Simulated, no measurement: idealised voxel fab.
voxel lift off: a process module
Shown is cross-section cut, with a width of 190 nm and square cells of size 5 nm.
For the purposes of this document, a cross-section shall be understood as a grid of square cells, specified as bands listed in top-to-bottom order, each band consisting of one or more rows of cells.
Read a band's entry like this: the first values are the height of its top and the height of its bottom in nm, and what follows is the sequence of materials from left to right, each with its width in nm. Note that "empty" is empty space, and that a single material marked "edge to edge" reaches across the band from edge to edge.
The reference from which all heights are counted is 0, the level beneath which the as-received wafer is entirely one material; the lowest band, having no lower bound, proceeds downward and is written after the example "0 nm and below".
Width "30..40": first value at the band's top row of cells, second value at its bottom row, equal change from row to row.
Basically "remained unchanged" means that step didn't change any cell in the cross-section.
Voids not open to the top, 8 cells minimum: see "Voids, fully enclosed". Written width x height at distance; distance is from the left edge; nm.
Whatever follows a step's settings on its line is a remark the simulator itself makes about that step.
Among the settings permitted on a step's line is "overlay nm"; applied to a step with a mask, it specifies the extent to which the mask lay to the right of its planned position, whereas a negative figure signifies a position to the left.

These are the steps we planned for the process:
1. RECEIVE | material Si
2. CONFORMAL_DEP | material SiN | thk nm 5
3. PATTERN | tone open | mask id LINES | material resist | width nm 30 | pitch nm 50 | thk nm 30 | overlay nm 0
4. DIRECTIONAL_DEP | material Ru | thk nm 15
5. STRIP | etch materials resist
6. CONFORMAL_DEP | material SiO2 | thk nm 5
Heads up: all these wafers start the same, and what changes between them is the thk nm in step 2. The value you see in the plan is just what the first wafer got.

As-received state after step 1, first of several wafers, cross-section:
  0 nm and below: Si edge to edge
  Voids, fully enclosed: none

End of module: cross-section of the first of several wafers after step 6, the last step:
  25 nm to 20 nm: 25 nm empty  40 nm SiO2  10 nm empty  40 nm SiO2  10 nm empty  40 nm SiO2  25 nm empty
  20 nm to 10 nm: 25 nm empty  5 nm SiO2  30 nm Ru  5 nm SiO2  10 nm empty  5 nm SiO2  30 nm Ru  5 nm SiO2  10 nm empty  5 nm SiO2  30 nm Ru  5 nm SiO2  25 nm empty
  10 nm to 5 nm: 30 nm SiO2  30 nm Ru  20 nm SiO2  30 nm Ru  20 nm SiO2  30 nm Ru  30 nm SiO2
  5 nm to 0 nm: SiN edge to edge
  0 nm and below: Si edge to edge
  Voids, fully enclosed: none

Sectional view of the last wafer upon completion of the module:
  50 nm to 45 nm: 25 nm empty  40 nm SiO2  10 nm empty  40 nm SiO2  10 nm empty  40 nm SiO2  25 nm empty
  45 nm to 35 nm: 25 nm empty  5 nm SiO2  30 nm Ru  5 nm SiO2  10 nm empty  5 nm SiO2  30 nm Ru  5 nm SiO2  10 nm empty  5 nm SiO2  30 nm Ru  5 nm SiO2  25 nm empty
  35 nm to 30 nm: 30 nm SiO2  30 nm Ru  20 nm SiO2  30 nm Ru  20 nm SiO2  30 nm Ru  30 nm SiO2
  30 nm to 0 nm: SiN edge to edge
  0 nm and below: Si edge to edge
  Voids, fully enclosed: none

Take any row and you have a wafer at the end of the module: how many cells of each material it has gained (+) or lost (-) since it was received, and then its closed voids:
thk nm 5 | +54 Ru | +38 SiN | +56 SiO2 | Voids, fully enclosed: none
thk nm 10 | +54 Ru | +76 SiN | +56 SiO2 | Voids, fully enclosed: none
thk nm 15 | +54 Ru | +114 SiN | +56 SiO2 | Voids, fully enclosed: none
thk nm 20 | +54 Ru | +152 SiN | +56 SiO2 | Voids, fully enclosed: none
thk nm 25 | +54 Ru | +190 SiN | +56 SiO2 | Voids, fully enclosed: none
thk nm 30 | +54 Ru | +228 SiN | +56 SiO2 | Voids, fully enclosed: none
